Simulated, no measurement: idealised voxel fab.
voxel transistor to metal: a process module
Square cells of 5 nm make up the cross-section cut, whose width is 160 nm.
Bands, listed from the top down, are how a cross-section gets written in this document; the cross-section itself is a grid of square cells, and a band is one or more rows of them.
A band entry consists of two parts. The first gives the height of the band's top and the height of its bottom, in nm. The rest lists the band's materials from left to right, each with its width in nm. A single material labelled with the word "full width" fills the band from edge to edge, and the word "air" marks empty space.
All heights in this document are referenced to 0, defined as the level beneath which the wafer, as received, consists entirely of one material. The lowest band is not bounded below; it extends indefinitely downward and is written in the form "0 and below".
When a width is written as two numbers, as in "30->40", the first number is the width in the top row of cells of the band and the second is the width in its bottom row, and the width changes by the same amount from each row to the next.
Take "left unchanged" at face value: in the step it is given for, the cross-section changed in none of its cells.
Look at "Non-vented voids" for the closed voids: empty spaces with no open path to the top, sized 8 cells or up. Each is width x height at distance, distance from the left edge, all nm.
Anything after a step's settings on that line? It's the simulator's own note about the step.
The optional step-line setting "overlay nm" applies to steps with a mask and quantifies how far to the right of its planned location the mask lay, a negative value indicating leftward placement.
Below you will find pairs of cross-sections. In each, one shows the wafer before one process step and the other after it, with the after view ending at the lowest band that changed. Under each pair is the step separating them, along with its settings. Do not assume the pairs form a chain: they can come from different runs of this module on the same starting wafer, and a pair continues from the pair above it only when its "Ex-ante state" entry says so.

Ex-ante state
	40 down to 25: 55 nm SiO2 | 10 nm SiN | 5 nm SiO2 | 20 nm SiCN | 5 nm SiO2 | 10 nm SiN | 55 nm SiO2
	25 down to 5: 55 nm SiO2 | 10 nm SiN | 5 nm SiO2 | 20 nm polySi | 5 nm SiO2 | 10 nm SiN | 55 nm SiO2
	5 down to 0: 40 nm SiO2 | 15 nm SiGe | 10 nm SiN | 5 nm SiO2 | 20 nm polySi | 5 nm SiO2 | 10 nm SiN | 15 nm SiGe | 40 nm SiO2
	0 down to -5: 25 nm SiO2 | 10 nm SiN | 20 nm SiGe | 10 nm SiN | 5 nm SiO2 | 20 nm polySi | 5 nm SiO2 | 10 nm SiN | 20 nm SiGe | 10 nm SiN | 25 nm SiO2
	-5 down to -10: 35 nm SiO2 | 20 nm SiGe | 50 nm SiO2 | 20 nm SiGe | 35 nm SiO2
	-10 down to -15: 35 nm SiO2 | 20 nm SiGe | 50 nm Si | 20 nm SiGe | 35 nm SiO2
	-15 down to -25: 30 nm SiO2 | 5 nm Si | 20 nm SiGe | 50 nm Si | 20 nm SiGe | 5 nm Si | 30 nm SiO2
	-25 down to -35: 30 nm SiO2 | 100 nm Si | 30 nm SiO2
	-35 and below: Si full width
	Non-vented voids: none

Section, Post-Step
	55 down to 40: SiO2 full width
	Rest of section, below 40: as before.
	Non-vented voids: none
Step between the pre-process and post-process cross-sections given above: op DIRECTIONAL_DEP | material SiO2 | thk nm 15

Ex-ante state: see the after view in the pair directly above.

Section, Post-Step
	65 down to 55: aC full width
	Rest of section, below 55: as before.
	Non-vented voids: none
Step between the pre-process and post-process cross-sections given above: op DIRECTIONAL_DEP | material aC | thk nm 10

Ex-ante state: see the after view in the pair directly above.

Section, Post-Step
	95 down to 65: 40 nm resist | 25 nm air | 30 nm resist | 25 nm air | 40 nm resist
	Rest of section, below 65: as before.
	Non-vented voids: none
Step between the pre-process and post-process cross-sections given above: op PATTERN | tone open | mask id CONTACT | material resist | width nm 25 | pitch nm 55 | thk nm 30 | overlay nm 0

Ex-ante state: see the after view in the pair directly above.

Section, Post-Step
	85 down to 65: 40 nm resist | 25 nm air | 30 nm resist | 25 nm air | 40 nm resist
	65 down to 55: 40 nm aC | 25 nm air | 30 nm aC | 25 nm air | 40 nm aC
	Rest of section, below 55: as before.
	Non-vented voids: none
Step between the pre-process and post-process cross-sections given above: op DIRECTIONAL_ETCH | etch materials aC | depth nm 10

Ex-ante state: see the after view in the pair directly above.

Section, Post-Step
	65 down to 55: 40 nm aC | 25 nm air | 30 nm aC | 25 nm air | 40 nm aC
	Rest of section, below 55: as before.
	Non-vented voids: none
Step between the pre-process and post-process cross-sections given above: op STRIP | etch materials resist

Ex-ante state: see the after view in the pair directly above.

Section, Post-Step
	65 down to 55: 40 nm aC | 25 nm air | 30 nm aC | 25 nm air | 40 nm aC
	55 down to 40: 40 nm SiO2 | 25 nm air | 30 nm SiO2 | 25 nm air | 40 nm SiO2
	40 down to 25: 40 nm SiO2 | 15 nm air | 10 nm SiN | 5 nm SiO2 | 20 nm SiCN | 5 nm SiO2 | 10 nm SiN | 15 nm air | 40 nm SiO2
	25 down to 5: 40 nm SiO2 | 15 nm air | 10 nm SiN | 5 nm SiO2 | 20 nm polySi | 5 nm SiO2 | 10 nm SiN | 15 nm air | 40 nm SiO2
	Rest of section, below 5: as before.
	Non-vented voids: none
Step between the pre-process and post-process cross-sections given above: op DIRECTIONAL_ETCH | etch materials SiO2 | depth nm 50

Ex-ante state: see the after view in the pair directly above.

Section, Post-Step
	55 down to 40: 40 nm SiO2 | 25 nm air | 30 nm SiO2 | 25 nm air | 40 nm SiO2
	Rest of section, below 40: as before.
	Non-vented voids: none
Step between the pre-process and post-process cross-sections given above: op STRIP | etch materials aC

Ex-ante state: see the after view in the pair directly above.

Section, Post-Step
	60 down to 55: 45 nm TiN | 15 nm air | 40 nm TiN | 15 nm air | 45 nm TiN
	55 down to 45: 40 nm SiO2 | 5 nm TiN | 15 nm air | 5 nm TiN | 30 nm SiO2 | 5 nm TiN | 15 nm air | 5 nm TiN | 40 nm SiO2
	45 down to 40: 40 nm SiO2 | 5 nm TiN | 5 nm air | 15 nm TiN | 30 nm SiO2 | 15 nm TiN | 5 nm air | 5 nm TiN | 40 nm SiO2
	40 down to 25: 40 nm SiO2 | 5 nm TiN | 5 nm air | 5 nm TiN | 10 nm SiN | 5 nm SiO2 | 20 nm SiCN | 5 nm SiO2 | 10 nm SiN | 5 nm TiN | 5 nm air | 5 nm TiN | 40 nm SiO2
	25 down to 10: 40 nm SiO2 | 5 nm TiN | 5 nm air | 5 nm TiN | 10 nm SiN | 5 nm SiO2 | 20 nm polySi | 5 nm SiO2 | 10 nm SiN | 5 nm TiN | 5 nm air | 5 nm TiN | 40 nm SiO2
	10 down to 5: 40 nm SiO2 | 15 nm TiN | 10 nm SiN | 5 nm SiO2 | 20 nm polySi | 5 nm SiO2 | 10 nm SiN | 15 nm TiN | 40 nm SiO2
	Rest of section, below 5: as before.
	Non-vented voids: none
Step between the pre-process and post-process cross-sections given above: op CONFORMAL_DEP | material TiN | thk nm 5

Ex-ante state: see the after view in the pair directly above.

Section, Post-Step
	65 down to 60: Ru full width
	60 down to 55: 45 nm TiN | 15 nm Ru | 40 nm TiN | 15 nm Ru | 45 nm TiN
	55 down to 45: 40 nm SiO2 | 5 nm TiN | 15 nm Ru | 5 nm TiN | 30 nm SiO2 | 5 nm TiN | 15 nm Ru | 5 nm TiN | 40 nm SiO2
	45 down to 40: 40 nm SiO2 | 5 nm TiN | 5 nm Ru | 15 nm TiN | 30 nm SiO2 | 15 nm TiN | 5 nm Ru | 5 nm TiN | 40 nm SiO2
	40 down to 25: 40 nm SiO2 | 5 nm TiN | 5 nm Ru | 5 nm TiN | 10 nm SiN | 5 nm SiO2 | 20 nm SiCN | 5 nm SiO2 | 10 nm SiN | 5 nm TiN | 5 nm Ru | 5 nm TiN | 40 nm SiO2
	25 down to 10: 40 nm SiO2 | 5 nm TiN | 5 nm Ru | 5 nm TiN | 10 nm SiN | 5 nm SiO2 | 20 nm polySi | 5 nm SiO2 | 10 nm SiN | 5 nm TiN | 5 nm Ru | 5 nm TiN | 40 nm SiO2
	Rest of section, below 10: as before.
	Non-vented voids: none
Step between the pre-process and post-process cross-sections given above: op FILL_DEP | material Ru | thk nm 5

Ex-ante state: see the after view in the pair directly above.

Section, Post-Step
	55 down to 45: 40 nm SiO2 | 5 nm TiN | 15 nm Ru | 5 nm TiN | 30 nm SiO2 | 5 nm TiN | 15 nm Ru | 5 nm TiN | 40 nm SiO2
	Rest of section, below 45: as before.
	Non-vented voids: none
Step between the pre-process and post-process cross-sections given above: op CMP | height nm 55

Ex-ante state: see the after view in the pair directly above.

Section, Post-Step
	60 down to 55: TiN full width
	Rest of section, below 55: as before.
	Non-vented voids: none
Step between the pre-process and post-process cross-sections given above: op DIRECTIONAL_DEP | material TiN | thk nm 5

Ex-ante state: see the after view in the pair directly above.

Section, Post-Step
	85 down to 60: W full width
	Rest of section, below 60: as before.
	Non-vented voids: none
Step between the pre-process and post-process cross-sections given above: op DIRECTIONAL_DEP | material W | thk nm 25

Ex-ante state: see the after view in the pair directly above.

Section, Post-Step
	100 down to 85: 40 nm air | 15 nm resist | 50 nm air | 15 nm resist | 40 nm air
	Rest of section, below 85: as before.
	Non-vented voids: none
Step between the pre-process and post-process cross-sections given above: op PATTERN | tone cover | mask id METAL_1 | material resist | width nm 15 | pitch nm 65 | thk nm 15 | overlay nm 0

Ex-ante state: see the after view in the pair directly above.

Section, Post-Step
	100 down to 85: 40 nm air | 15 nm resist | 50 nm air | 15 nm resist | 40 nm air
	85 down to 60: 40 nm air | 15 nm W | 50 nm air | 15 nm W | 40 nm air
	Rest of section, below 60: as before.
	Non-vented voids: none
Step between the pre-process and post-process cross-sections given above: op DIRECTIONAL_ETCH | etch materials W | depth nm 25

Ex-ante state: see the after view in the pair directly above.

Section, Post-Step
	100 down to 85: 40 nm air | 15 nm resist | 50 nm air | 15 nm resist | 40 nm air
	85 down to 60: 40 nm air | 15 nm W | 50 nm air | 15 nm W | 40 nm air
	60 down to 55: 40 nm air | 15 nm TiN | 50 nm air | 15 nm TiN | 40 nm air
	Rest of section, below 55: as before.
	Non-vented voids: none
Step between the pre-process and post-process cross-sections given above: op DIRECTIONAL_ETCH | etch materials TiN | depth nm 5

Ex-ante state: see the after view in the pair directly above.

Section, Post-Step
	85 down to 60: 40 nm air | 15 nm W | 50 nm air | 15 nm W | 40 nm air
	Rest of section, below 60: as before.
	Non-vented voids: none
Step between the pre-process and post-process cross-sections given above: op STRIP | etch materials resist

Ex-ante state: see the after view in the pair directly above.

Section, Post-Step
	90 down to 85: lowk full width
	85 down to 60: 40 nm lowk | 15 nm W | 50 nm lowk | 15 nm W | 40 nm lowk
	60 down to 55: 40 nm lowk | 15 nm TiN | 50 nm lowk | 15 nm TiN | 40 nm lowk
	Rest of section, below 55: as before.
	Non-vented voids: none
Step between the pre-process and post-process cross-sections given above: op FILL_DEP | material lowk | thk nm 5

Ex-ante state: see the after view in the pair directly above.

Section, Post-Step
	85 down to 60: 40 nm lowk | 15 nm W | 50 nm lowk | 15 nm W | 40 nm lowk
	Rest of section, below 60: as before.
	Non-vented voids: none
Step between the pre-process and post-process cross-sections given above: op CMP | height nm 85

Ex-ante state: see the after view in the pair directly above.

Section, Post-Step
	90 down to 85: SiCN full width
	Rest of section, below 85: as before.
	Non-vented voids: none
Step between the pre-process and post-process cross-sections given above: op CONFORMAL_DEP | material SiCN | thk nm 5

Ex-ante state
	5 down to 0: 30 nm SiO2 | 100 nm air | 30 nm SiO2
	0 down to -5: SiO2 full width
	-5 down to -35: 30 nm SiO2 | 100 nm Si | 30 nm SiO2
	-35 and below: Si full width
	Non-vented voids: none

Section, Post-Step
	-5 down to -10: 30 nm air | 100 nm Si | 30 nm air
	-10 down to -15: 15 nm SiO2 | 15 nm air | 100 nm Si | 15 nm air | 15 nm SiO2
	Rest of section, below -15: as before.
	Non-vented voids: none
Step between the pre-process and post-process cross-sections given above: op SELECTIVE_ETCH | etch materials SiO2 | depth nm 15

Ex-ante state: see the after view in the pair directly above.

Section, Post-Step
	-5 down to -10: 30 nm air | 100 nm SiO2 | 30 nm air
	-10 down to -15: 15 nm SiO2 | 15 nm air | 5 nm SiO2 | 90 nm Si | 5 nm SiO2 | 15 nm air | 15 nm SiO2
	-15 down to -20: 35 nm SiO2 | 90 nm Si | 35 nm SiO2
	Rest of section, below -20: as before.
	Non-vented voids: none
Step between the pre-process and post-process cross-sections given above: op OXIDIZE | depth nm 5

Ex-ante state: see the after view in the pair directly above.

Section, Post-Step
	25 down to 20: 30 nm air | 100 nm polySi | 30 nm air
	20 down to 15: 15 nm polySi | 15 nm air | 100 nm polySi | 15 nm air | 15 nm polySi
	15 down to -5: polySi full width
	-5 down to -10: 30 nm polySi | 100 nm SiO2 | 30 nm polySi
	-10 down to -15: 15 nm SiO2 | 15 nm polySi | 5 nm SiO2 | 90 nm Si | 5 nm SiO2 | 15 nm polySi | 15 nm SiO2
	Rest of section, below -15: as before.
	Non-vented voids: none
Step between the pre-process and post-process cross-sections given above: op DIRECTIONAL_DEP | material polySi | thk nm 30

Ex-ante state: see the after view in the pair directly above.

Section, Post-Step
	40 down to 35: 30 nm air | 100 nm SiCN | 30 nm air
	35 down to 30: 15 nm SiCN | 15 nm air | 100 nm SiCN | 15 nm air | 15 nm SiCN
	30 down to 25: SiCN full width
	25 down to 20: 30 nm SiCN | 100 nm polySi | 30 nm SiCN
	20 down to 15: 15 nm polySi | 15 nm SiCN | 100 nm polySi | 15 nm SiCN | 15 nm polySi
	Rest of section, below 15: as before.
	Non-vented voids: none
Step between the pre-process and post-process cross-sections given above: op DIRECTIONAL_DEP | material SiCN | thk nm 15

Ex-ante state: see the after view in the pair directly above.

Section, Post-Step
	50 down to 45: 30 nm air | 100 nm aC | 30 nm air
	45 down to 40: 15 nm aC | 15 nm air | 100 nm aC | 15 nm air | 15 nm aC
	40 down to 35: 30 nm aC | 100 nm SiCN | 30 nm aC
	35 down to 30: 15 nm SiCN | 15 nm aC | 100 nm SiCN | 15 nm aC | 15 nm SiCN
	Rest of section, below 30: as before.
	Non-vented voids: none
Step between the pre-process and post-process cross-sections given above: op DIRECTIONAL_DEP | material aC | thk nm 10

Ex-ante state: see the after view in the pair directly above.

Section, Post-Step
	80 down to 50: 70 nm air | 20 nm resist | 70 nm air
	Rest of section, below 50: as before.
	Non-vented voids: none
Step between the pre-process and post-process cross-sections given above: op PATTERN | tone cover | mask id GATE | material resist | width nm 20 | thk nm 30 | overlay nm 0

Ex-ante state: see the after view in the pair directly above.

Section, Post-Step
	70 down to 50: 70 nm air | 20 nm resist | 70 nm air
	50 down to 40: 70 nm air | 20 nm aC | 70 nm air
	40 down to 35: 30 nm air | 100 nm SiCN | 30 nm air
	35 down to 30: 15 nm SiCN | 15 nm air | 100 nm SiCN | 15 nm air | 15 nm SiCN
	Rest of section, below 30: as before.
	Non-vented voids: none
Step between the pre-process and post-process cross-sections given above: op DIRECTIONAL_ETCH | etch materials aC | depth nm 10

Ex-ante state: see the after view in the pair directly above.

Section, Post-Step
	50 down to 40: 70 nm air | 20 nm aC | 70 nm air
	Rest of section, below 40: as before.
	Non-vented voids: none
Step between the pre-process and post-process cross-sections given above: op STRIP | etch materials resist

Ex-ante state: see the after view in the pair directly above.

Section, Post-Step
	50 down to 40: 70 nm air | 20 nm aC | 70 nm air
	40 down to 25: 70 nm air | 20 nm SiCN | 70 nm air
	25 down to 20: 30 nm air | 100 nm polySi | 30 nm air
	20 down to 15: 15 nm polySi | 15 nm air | 100 nm polySi | 15 nm air | 15 nm polySi
	Rest of section, below 15: as before.
	Non-vented voids: none
Step between the pre-process and post-process cross-sections given above: op DIRECTIONAL_ETCH | etch materials SiCN | depth nm 25

Ex-ante state: see the after view in the pair directly above.

Section, Post-Step
	50 down to 40: 70 nm air | 20 nm aC | 70 nm air
	40 down to 25: 70 nm air | 20 nm SiCN | 70 nm air
	25 down to -5: 70 nm air | 20 nm polySi | 70 nm air
	-5 down to -10: 30 nm air | 100 nm SiO2 | 30 nm air
	-10 down to -15: 15 nm SiO2 | 15 nm air | 5 nm SiO2 | 90 nm Si | 5 nm SiO2 | 15 nm air | 15 nm SiO2
	Rest of section, below -15: as before.
	Non-vented voids: none
Step between the pre-process and post-process cross-sections given above: op DIRECTIONAL_ETCH | etch materials polySi | depth nm 40

Ex-ante state: see the after view in the pair directly above.

Section, Post-Step
	40 down to 25: 70 nm air | 20 nm SiCN | 70 nm air
	Rest of section, below 25: as before.
	Non-vented voids: none
Step between the pre-process and post-process cross-sections given above: op STRIP | etch materials aC

Ex-ante state: see the after view in the pair directly above.

Section, Post-Step
	45 down to 40: 65 nm air | 30 nm SiO2 | 65 nm air
	40 down to 25: 65 nm air | 5 nm SiO2 | 20 nm SiCN | 5 nm SiO2 | 65 nm air
	25 down to 0: 65 nm air | 5 nm SiO2 | 20 nm polySi | 5 nm SiO2 | 65 nm air
	0 down to -5: 25 nm air | 45 nm SiO2 | 20 nm polySi | 45 nm SiO2 | 25 nm air
	-5 down to -10: 20 nm SiO2 | 5 nm air | 110 nm SiO2 | 5 nm air | 20 nm SiO2
	-10 down to -20: 35 nm SiO2 | 90 nm Si | 35 nm SiO2
	Rest of section, below -20: as before.
	Non-vented voids: none
Step between the pre-process and post-process cross-sections given above: op CONFORMAL_DEP | material SiO2 | thk nm 5

Ex-ante state: see the after view in the pair directly above.

Section, Post-Step
	40 down to 25: 65 nm air | 5 nm SiO2 | 20 nm SiCN | 5 nm SiO2 | 65 nm air
	25 down to -5: 65 nm air | 5 nm SiO2 | 20 nm polySi | 5 nm SiO2 | 65 nm air
	-5 down to -10: 25 nm air | 110 nm SiO2 | 25 nm air
	-10 down to -15: 20 nm SiO2 | 5 nm air | 10 nm SiO2 | 90 nm Si | 10 nm SiO2 | 5 nm air | 20 nm SiO2
	Rest of section, below -15: as before.
	Non-vented voids: none
Step between the pre-process and post-process cross-sections given above: op DIRECTIONAL_ETCH | etch materials SiO2 | depth nm 5

Ex-ante state: see the after view in the pair directly above.

Section, Post-Step
	50 down to 40: 55 nm air | 50 nm SiN | 55 nm air
	40 down to 25: 55 nm air | 10 nm SiN | 5 nm SiO2 | 20 nm SiCN | 5 nm SiO2 | 10 nm SiN | 55 nm air
	25 down to 5: 55 nm air | 10 nm SiN | 5 nm SiO2 | 20 nm polySi | 5 nm SiO2 | 10 nm SiN | 55 nm air
	5 down to 0: 15 nm air | 50 nm SiN | 5 nm SiO2 | 20 nm polySi | 5 nm SiO2 | 50 nm SiN | 15 nm air
	0 down to -5: 65 nm SiN | 5 nm SiO2 | 20 nm polySi | 5 nm SiO2 | 65 nm SiN
	-5 down to -10: 25 nm SiN | 110 nm SiO2 | 25 nm SiN
	-10 down to -15: 20 nm SiO2 | 5 nm SiN | 10 nm SiO2 | 90 nm Si | 10 nm SiO2 | 5 nm SiN | 20 nm SiO2
	Rest of section, below -15: as before.
	Non-vented voids: none
Step between the pre-process and post-process cross-sections given above: op CONFORMAL_DEP | material SiN | thk nm 10

Ex-ante state: see the after view in the pair directly above.

Section, Post-Step
	40 down to 25: 55 nm air | 10 nm SiN | 5 nm SiO2 | 20 nm SiCN | 5 nm SiO2 | 10 nm SiN | 55 nm air
	25 down to -5: 55 nm air | 10 nm SiN | 5 nm SiO2 | 20 nm polySi | 5 nm SiO2 | 10 nm SiN | 55 nm air
	-5 down to -10: 15 nm air | 10 nm SiN | 110 nm SiO2 | 10 nm SiN | 15 nm air
	Rest of section, below -10: as before.
	Non-vented voids: none
Step between the pre-process and post-process cross-sections given above: op DIRECTIONAL_ETCH | etch materials SiN | depth nm 10

Ex-ante state: see the after view in the pair directly above.

Section, Post-Step
	40 down to 35: 55 nm air | 10 nm SiN | 5 nm air | 20 nm SiCN | 5 nm air | 10 nm SiN | 55 nm air
	35 down to 25: 55 nm air | 10 nm SiN | 5 nm SiO2 | 20 nm SiCN | 5 nm SiO2 | 10 nm SiN | 55 nm air
	25 down to -5: 55 nm air | 10 nm SiN | 5 nm SiO2 | 20 nm polySi | 5 nm SiO2 | 10 nm SiN | 55 nm air
	-5 down to -10: 15 nm air | 10 nm SiN | 30 nm air | 50 nm SiO2 | 30 nm air | 10 nm SiN | 15 nm air
	-10 down to -15: 15 nm air | 5 nm SiO2 | 5 nm SiN | 10 nm SiO2 | 90 nm Si | 10 nm SiO2 | 5 nm SiN | 5 nm SiO2 | 15 nm air
	Rest of section, below -15: as before.
	Non-vented voids: none
Step between the pre-process and post-process cross-sections given above: op DIRECTIONAL_ETCH | etch materials SiO2 | depth nm 5

Ex-ante state: see the after view in the pair directly above.

Section, Post-Step
	40 down to 35: 55 nm air | 10 nm SiN | 5 nm air | 20 nm SiCN | 5 nm air | 10 nm SiN | 55 nm air
	35 down to 25: 55 nm air | 10 nm SiN | 5 nm SiO2 | 20 nm SiCN | 5 nm SiO2 | 10 nm SiN | 55 nm air
	25 down to -5: 55 nm air | 10 nm SiN | 5 nm SiO2 | 20 nm polySi | 5 nm SiO2 | 10 nm SiN | 55 nm air
	-5 down to -10: 15 nm air | 10 nm SiN | 30 nm air | 50 nm SiO2 | 30 nm air | 10 nm SiN | 15 nm air
	-10 down to -15: 15 nm air | 5 nm SiO2 | 5 nm SiN | 10 nm SiO2 | 20 nm air | 50 nm Si | 20 nm air | 10 nm SiO2 | 5 nm SiN | 5 nm SiO2 | 15 nm air
	-15 down to -20: 35 nm SiO2 | 20 nm air | 50 nm Si | 20 nm air | 35 nm SiO2
	-20 down to -25: 30 nm SiO2 | 5 nm Si | 20 nm air | 50 nm Si | 20 nm air | 5 nm Si | 30 nm SiO2
	Rest of section, below -25: as before.
	Non-vented voids: none
Step between the pre-process and post-process cross-sections given above: op DIRECTIONAL_ETCH | etch materials Si | depth nm 15

Ex-ante state: see the after view in the pair directly above.

Section, Post-Step
	40 down to 35: 55 nm air | 10 nm SiN | 5 nm air | 20 nm SiCN | 5 nm air | 10 nm SiN | 55 nm air
	35 down to 25: 55 nm air | 10 nm SiN | 5 nm SiO2 | 20 nm SiCN | 5 nm SiO2 | 10 nm SiN | 55 nm air
	25 down to 5: 55 nm air | 10 nm SiN | 5 nm SiO2 | 20 nm polySi | 5 nm SiO2 | 10 nm SiN | 55 nm air
	5 down to -5: 40 nm air | 15 nm SiGe | 10 nm SiN | 5 nm SiO2 | 20 nm polySi | 5 nm SiO2 | 10 nm SiN | 15 nm SiGe | 40 nm air
	-5 down to -10: 15 nm air | 10 nm SiN | 5 nm air | 25 nm SiGe | 50 nm SiO2 | 25 nm SiGe | 5 nm air | 10 nm SiN | 15 nm air
	-10 down to -15: 15 nm air | 5 nm SiO2 | 5 nm SiN | 10 nm SiO2 | 20 nm SiGe | 50 nm Si | 20 nm SiGe | 10 nm SiO2 | 5 nm SiN | 5 nm SiO2 | 15 nm air
	-15 down to -20: 35 nm SiO2 | 20 nm SiGe | 50 nm Si | 20 nm SiGe | 35 nm SiO2
	-20 down to -25: 30 nm SiO2 | 5 nm Si | 20 nm SiGe | 50 nm Si | 20 nm SiGe | 5 nm Si | 30 nm SiO2
	Rest of section, below -25: as before.
	Non-vented voids: none
Step between the pre-process and post-process cross-sections given above: op EPI | material SiGe | thk nm 15

Ex-ante state: see the after view in the pair directly above.

Section, Post-Step
	45 down to 40: SiO2 full width
	40 down to 25: 55 nm SiO2 | 10 nm SiN | 5 nm SiO2 | 20 nm SiCN | 5 nm SiO2 | 10 nm SiN | 55 nm SiO2
	25 down to 5: 55 nm SiO2 | 10 nm SiN | 5 nm SiO2 | 20 nm polySi | 5 nm SiO2 | 10 nm SiN | 55 nm SiO2
	5 down to -5: 40 nm SiO2 | 15 nm SiGe | 10 nm SiN | 5 nm SiO2 | 20 nm polySi | 5 nm SiO2 | 10 nm SiN | 15 nm SiGe | 40 nm SiO2
	-5 down to -10: 15 nm SiO2 | 10 nm SiN | 5 nm SiO2 | 25 nm SiGe | 50 nm SiO2 | 25 nm SiGe | 5 nm SiO2 | 10 nm SiN | 15 nm SiO2
	-10 down to -15: 20 nm SiO2 | 5 nm SiN | 10 nm SiO2 | 20 nm SiGe | 50 nm Si | 20 nm SiGe | 10 nm SiO2 | 5 nm SiN | 20 nm SiO2
	Rest of section, below -15: as before.
	Non-vented voids: none
Step between the pre-process and post-process cross-sections given above: op FILL_DEP | material SiO2 | thk nm 5

Ex-ante state: see the after view in the pair directly above.

Section, Post-Step
	40 down to 25: 55 nm SiO2 | 10 nm SiN | 5 nm SiO2 | 20 nm SiCN | 5 nm SiO2 | 10 nm SiN | 55 nm SiO2
	Rest of section, below 25: as before.
	Non-vented voids: none
Step between the pre-process and post-process cross-sections given above: op CMP | height nm 40

Ex-ante state: see the after view in the pair directly above.

Section, Post-Step
	55 down to 40: SiO2 full width
	Rest of section, below 40: as before.
	Non-vented voids: none
Step between the pre-process and post-process cross-sections given above: op DIRECTIONAL_DEP | material SiO2 | thk nm 15

Ex-ante state: see the after view in the pair directly above.

Section, Post-Step
	65 down to 55: aC full width
	Rest of section, below 55: as before.
	Non-vented voids: none
Step between the pre-process and post-process cross-sections given above: op DIRECTIONAL_DEP | material aC | thk nm 10

Ex-ante state: see the after view in the pair directly above.

Section, Post-Step
	95 down to 65: 40 nm resist | 25 nm air | 30 nm resist | 25 nm air | 40 nm resist
	Rest of section, below 65: as before.
	Non-vented voids: none
Step between the pre-process and post-process cross-sections given above: op PATTERN | tone open | mask id CONTACT | material resist | width nm 25 | pitch nm 55 | thk nm 30 | overlay nm 0

Ex-ante state: see the after view in the pair directly above.

Section, Post-Step
	85 down to 65: 40 nm resist | 25 nm air | 30 nm resist | 25 nm air | 40 nm resist
	65 down to 55: 40 nm aC | 25 nm air | 30 nm aC | 25 nm air | 40 nm aC
	Rest of section, below 55: as before.
	Non-vented voids: none
Step between the pre-process and post-process cross-sections given above: op DIRECTIONAL_ETCH | etch materials aC | depth nm 10

Ex-ante state: see the after view in the pair directly above.

Section, Post-Step
	65 down to 55: 40 nm aC | 25 nm air | 30 nm aC | 25 nm air | 40 nm aC
	Rest of section, below 55: as before.
	Non-vented voids: none
Step between the pre-process and post-process cross-sections given above: op STRIP | etch materials resist

Ex-ante state: see the after view in the pair directly above.

Section, Post-Step
	65 down to 55: 40 nm aC | 25 nm air | 30 nm aC | 25 nm air | 40 nm aC
	55 down to 40: 40 nm SiO2 | 25 nm air | 30 nm SiO2 | 25 nm air | 40 nm SiO2
	40 down to 25: 40 nm SiO2 | 15 nm air | 10 nm SiN | 5 nm SiO2 | 20 nm SiCN | 5 nm SiO2 | 10 nm SiN | 15 nm air | 40 nm SiO2
	25 down to 5: 40 nm SiO2 | 15 nm air | 10 nm SiN | 5 nm SiO2 | 20 nm polySi | 5 nm SiO2 | 10 nm SiN | 15 nm air | 40 nm SiO2
	Rest of section, below 5: as before.
	Non-vented voids: none
Step between the pre-process and post-process cross-sections given above: op DIRECTIONAL_ETCH | etch materials SiO2 | depth nm 50

Ex-ante state: see the after view in the pair directly above.

Section, Post-Step
	55 down to 40: 40 nm SiO2 | 25 nm air | 30 nm SiO2 | 25 nm air | 40 nm SiO2
	Rest of section, below 40: as before.
	Non-vented voids: none
Step between the pre-process and post-process cross-sections given above: op STRIP | etch materials aC

Ex-ante state: see the after view in the pair directly above.

Section, Post-Step
	60 down to 55: 45 nm TiN | 15 nm air | 40 nm TiN | 15 nm air | 45 nm TiN
	55 down to 45: 40 nm SiO2 | 5 nm TiN | 15 nm air | 5 nm TiN | 30 nm SiO2 | 5 nm TiN | 15 nm air | 5 nm TiN | 40 nm SiO2
	45 down to 40: 40 nm SiO2 | 5 nm TiN | 5 nm air | 15 nm TiN | 30 nm SiO2 | 15 nm TiN | 5 nm air | 5 nm TiN | 40 nm SiO2
	40 down to 25: 40 nm SiO2 | 5 nm TiN | 5 nm air | 5 nm TiN | 10 nm SiN | 5 nm SiO2 | 20 nm SiCN | 5 nm SiO2 | 10 nm SiN | 5 nm TiN | 5 nm air | 5 nm TiN | 40 nm SiO2
	25 down to 10: 40 nm SiO2 | 5 nm TiN | 5 nm air | 5 nm TiN | 10 nm SiN | 5 nm SiO2 | 20 nm polySi | 5 nm SiO2 | 10 nm SiN | 5 nm TiN | 5 nm air | 5 nm TiN | 40 nm SiO2
	10 down to 5: 40 nm SiO2 | 15 nm TiN | 10 nm SiN | 5 nm SiO2 | 20 nm polySi | 5 nm SiO2 | 10 nm SiN | 15 nm TiN | 40 nm SiO2
	Rest of section, below 5: as before.
	Non-vented voids: none
Step between the pre-process and post-process cross-sections given above: op CONFORMAL_DEP | material TiN | thk nm 5

Ex-ante state: see the after view in the pair directly above.

Section, Post-Step
	65 down to 60: Ru full width
	60 down to 55: 45 nm TiN | 15 nm Ru | 40 nm TiN | 15 nm Ru | 45 nm TiN
	55 down to 45: 40 nm SiO2 | 5 nm TiN | 15 nm Ru | 5 nm TiN | 30 nm SiO2 | 5 nm TiN | 15 nm Ru | 5 nm TiN | 40 nm SiO2
	45 down to 40: 40 nm SiO2 | 5 nm TiN | 5 nm Ru | 15 nm TiN | 30 nm SiO2 | 15 nm TiN | 5 nm Ru | 5 nm TiN | 40 nm SiO2
	40 down to 25: 40 nm SiO2 | 5 nm TiN | 5 nm Ru | 5 nm TiN | 10 nm SiN | 5 nm SiO2 | 20 nm SiCN | 5 nm SiO2 | 10 nm SiN | 5 nm TiN | 5 nm Ru | 5 nm TiN | 40 nm SiO2
	25 down to 10: 40 nm SiO2 | 5 nm TiN | 5 nm Ru | 5 nm TiN | 10 nm SiN | 5 nm SiO2 | 20 nm polySi | 5 nm SiO2 | 10 nm SiN | 5 nm TiN | 5 nm Ru | 5 nm TiN | 40 nm SiO2
	Rest of section, below 10: as before.
	Non-vented voids: none
Step between the pre-process and post-process cross-sections given above: op FILL_DEP | material Ru | thk nm 5

Ex-ante state: see the after view in the pair directly above.

Section, Post-Step
	55 down to 45: 40 nm SiO2 | 5 nm TiN | 15 nm Ru | 5 nm TiN | 30 nm SiO2 | 5 nm TiN | 15 nm Ru | 5 nm TiN | 40 nm SiO2
	Rest of section, below 45: as before.
	Non-vented voids: none
Step between the pre-process and post-process cross-sections given above: op CMP | height nm 55

Ex-ante state: see the after view in the pair directly above.

Section, Post-Step
	60 down to 55: TiN full width
	Rest of section, below 55: as before.
	Non-vented voids: none
Step between the pre-process and post-process cross-sections given above: op DIRECTIONAL_DEP | material TiN | thk nm 5

Ex-ante state: see the after view in the pair directly above.

Section, Post-Step
	85 down to 60: W full width
	Rest of section, below 60: as before.
	Non-vented voids: none
Step between the pre-process and post-process cross-sections given above: op DIRECTIONAL_DEP | material W | thk nm 25
